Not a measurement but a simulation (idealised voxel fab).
The document below concerns the process module designated voxel air gaps.
The width of the displayed cross-section, cut, is 175 nm; its cells are square, with a size of 5 nm.
Each cross-section below is a grid of square cells, stated as bands in top-down order, with one or more rows of cells making up each band.
For a band, the entry starts with two heights in nm, that of the top and then that of the bottom, and carries on with the band's materials in order from left to right, each alongside its width in nm; the word "everywhere" beside a single material means it fills the band edge to edge, and "empty" means empty space.
All heights in this document are referenced to 0, defined as the level beneath which the wafer, as received, consists entirely of one material. The lowest band is not bounded below; it extends indefinitely downward and is written in the form "0..down".
The expression "30 to 40" gives the width at the extremes of the band, the first number at its top row of cells and the second at its bottom row, with the width changing by equal amounts from each row to the next in between.
"no modification" (step): cross-section cells unchanged, all of them.
The label "Closed-off voids" introduces a list of the empty spaces, 8 cells or larger, that have no open way up to the top; each entry in it reads width x height at distance, where the distance is taken from the left edge and all three are stated in nm.
Read whatever lies past the settings on a step's line as the simulator's own remark about the step.
What "overlay nm" on a step's line means: if the step has a mask, that mask lay this far to the right of its planned place, or, when the value is negative, to the left.

The following list gives the planned process steps
1) RECEIVE with material Si
2) CONFORMAL_DEP with material SiO2, thk nm 15
3) CONFORMAL_DEP with material SiN, thk nm 5
4) DIRECTIONAL_DEP with material SiO2, thk nm 40
5) MASKED_ETCH with tone open, mask id LINES, width nm 25, pitch nm 50, etch materials SiO2, depth nm 40, overlay nm 0
6) CONFORMAL_DEP with material TiN, thk nm 5
7) FILL_DEP with material Cu, thk nm 10
8) CMP with height nm 60
9) EPI with material Ru, thk nm 10
10) SELECTIVE_ETCH with etch materials SiO2, depth nm 50
11) CONFORMAL_DEP with material SiCN, thk nm 5

Here's what the wafer looked like in cross-section when it arrived - that's after step 1
* 0..down: Si everywhere
* Closed-off voids: none

Post-module cross-section of the first of two wafers (run per plan)
* 75..70: 10 nm empty | 155 nm SiCN | 10 nm empty
* 70..60: 10 nm empty | 5 nm SiCN | 45 nm Ru | 5 nm SiCN | 45 nm Ru | 5 nm SiCN | 45 nm Ru | 5 nm SiCN | 10 nm empty
* 60..55: 10 nm empty | 15 nm SiCN | 5 nm TiN | 15 nm Cu | 5 nm TiN | 25 nm SiCN | 5 nm TiN | 15 nm Cu | 5 nm TiN | 25 nm SiCN | 5 nm TiN | 15 nm Cu | 5 nm TiN | 15 nm SiCN | 10 nm empty
* 55..25: 20 nm empty | 5 nm SiCN | 5 nm TiN | 15 nm Cu | 5 nm TiN | 5 nm SiCN | 15 nm empty | 5 nm SiCN | 5 nm TiN | 15 nm Cu | 5 nm TiN | 5 nm SiCN | 15 nm empty | 5 nm SiCN | 5 nm TiN | 15 nm Cu | 5 nm TiN | 5 nm SiCN | 20 nm empty
* 25..20: 25 nm SiCN | 25 nm TiN | 25 nm SiCN | 25 nm TiN | 25 nm SiCN | 25 nm TiN | 25 nm SiCN
* 20..15: SiN everywhere
* 15..0: SiO2 everywhere
* 0..down: Si everywhere
* Closed-off voids: 15 x 30 at 55; 15 x 30 at 105

Cross-section of the latter of the two wafers at module completion. It had an identical start and an identical plan to the former; in running it, one mistake was made
* 75..70: SiCN everywhere
* 70..60: 35 nm Ru | 5 nm SiCN | 45 nm Ru | 5 nm SiCN | 45 nm Ru | 5 nm SiCN | 35 nm Ru
* 60..55: 20 nm Cu | 5 nm TiN | 25 nm SiCN | 5 nm TiN | 15 nm Cu | 5 nm TiN | 25 nm SiCN | 5 nm TiN | 15 nm Cu | 5 nm TiN | 25 nm SiCN | 5 nm TiN | 20 nm Cu
* 55..25: 20 nm Cu | 5 nm TiN | 5 nm SiCN | 15 nm empty | 5 nm SiCN | 5 nm TiN | 15 nm Cu | 5 nm TiN | 5 nm SiCN | 15 nm empty | 5 nm SiCN | 5 nm TiN | 15 nm Cu | 5 nm TiN | 5 nm SiCN | 15 nm empty | 5 nm SiCN | 5 nm TiN | 20 nm Cu
* 25..20: 25 nm TiN | 25 nm SiCN | 25 nm TiN | 25 nm SiCN | 25 nm TiN | 25 nm SiCN | 25 nm TiN
* 20..15: SiN everywhere
* 15..0: SiO2 everywhere
* 0..down: Si everywhere
* Closed-off voids: 15 x 30 at 30; 15 x 30 at 80; 15 x 30 at 130
What was done differently from what was planned? step 5 went in with a setting other than planned; the actual run was MASKED_ETCH with tone cover, mask id LINES, width nm 25, pitch nm 50, etch materials SiO2, depth nm 40, overlay nm 0
Cell-count delta at end, second wafer over first, by material: Cu +35, Ru +10, SiCN -4, TiN +5
Wafer, first: 2 closed voids at end. Wafer, second: 3.
